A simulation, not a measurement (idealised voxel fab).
The document below concerns the process module designated voxel gate over fins.
Cross-sectional view cut (width: 240 nm; square cell size: 5 nm).
A cross-section is written here as square cells arranged in a grid, and it is given in bands from the top down, each band taking up one or more rows of cells.
For a band, the entry starts with two heights in nm, that of the top and then that of the bottom, and carries on with the band's materials in order from left to right, each alongside its width in nm; the word "everywhere" beside a single material means it fills the band edge to edge, and "empty" means empty space.
Heights are reckoned from 0. Under this level, the received wafer is all of one material. The bottommost band is open-ended downward, for example "z 0 and below".
Width: "30 to 40" (first number = top row, second number = bottom row, same change from row to row of cells).
"changes: none" for a step: no cell of the cross-section changed in that step.
Closed-off voids of 8+ cells (no open route to the top) go in "Enclosed internal cavities", written width x height at distance from the left edge, in nm.
Past the settings on a step's line: simulator remark, on that step.
A step's line can hold "overlay nm"; with a mask on that step, the setting says how far right of the planned place the mask lay, while a negative setting says it lay to the left.

### These are the steps we planned for the process
1,RECEIVE: material Si
2,CONFORMAL_DEP: material SiN, thk nm 5
3,DIRECTIONAL_DEP: material aC, thk nm 10
4,PATTERN: tone cover, mask id FINS, material resist, width nm 15, pitch nm 35, thk nm 30, overlay nm 0
5,DIRECTIONAL_ETCH: etch materials aC, depth nm 10
6,STRIP: etch materials resist
7,DIRECTIONAL_ETCH: etch materials SiN, depth nm 5
8,DIRECTIONAL_ETCH: etch materials Si, depth nm 35
9,STRIP: etch materials aC
10,FILL_DEP: material SiO2, thk nm 10
11,CMP: height nm 5
12,SELECTIVE_ETCH: etch materials SiO2, depth nm 20
13,STRIP: etch materials SiN
14,CONFORMAL_DEP: material HfO2, thk nm 5
15,CONFORMAL_DEP: material TiN, thk nm 5
16,FILL_DEP: material W, thk nm 10
17,CMP: height nm 15
18,CONFORMAL_DEP: material SiCN, thk nm 5

### So this is the incoming wafer in cross-section - it's already been through step 1
z 0 and below = Si everywhere
Enclosed internal cavities: none

### Final cross-section, module run with one mistake (start and plan as above)
z 20 to 10 = SiCN everywhere
z 10 to 5 = 50 of SiCN, then 140 of TiN, then 50 of SiCN
z 5 to 0 = 50 of SiCN, then 5 of TiN, then 25 of HfO2, then 10 of TiN, then 25 of HfO2, then 10 of TiN, then 25 of HfO2, then 10 of TiN, then 25 of HfO2, then 5 of TiN, then 50 of SiCN
z 0 to -5 = 50 of SiCN, then 5 of TiN, then 5 of HfO2, then 15 of Si, then 5 of HfO2, then 10 of TiN, then 5 of HfO2, then 15 of Si, then 5 of HfO2, then 10 of TiN, then 5 of HfO2, then 15 of Si, then 5 of HfO2, then 10 of TiN, then 5 of HfO2, then 15 of Si, then 5 of HfO2, then 5 of TiN, then 50 of SiCN
z -5 to -10 = 55 of TiN, then 5 of HfO2, then 15 of Si, then 5 of HfO2, then 10 of TiN, then 5 of HfO2, then 15 of Si, then 5 of HfO2, then 10 of TiN, then 5 of HfO2, then 15 of Si, then 5 of HfO2, then 10 of TiN, then 5 of HfO2, then 15 of Si, then 5 of HfO2, then 55 of TiN
z -10 to -15 = 60 of HfO2, then 15 of Si, then 20 of HfO2, then 15 of Si, then 20 of HfO2, then 15 of Si, then 20 of HfO2, then 15 of Si, then 60 of HfO2
z -15 to -35 = 60 of SiO2, then 15 of Si, then 20 of SiO2, then 15 of Si, then 20 of SiO2, then 15 of Si, then 20 of SiO2, then 15 of Si, then 60 of SiO2
z -35 and below = Si everywhere
Enclosed internal cavities: none
What was the processing mistake? off-plan run, step 16, actual operation and settings FILL_DEP: material SiCN, thk nm 10
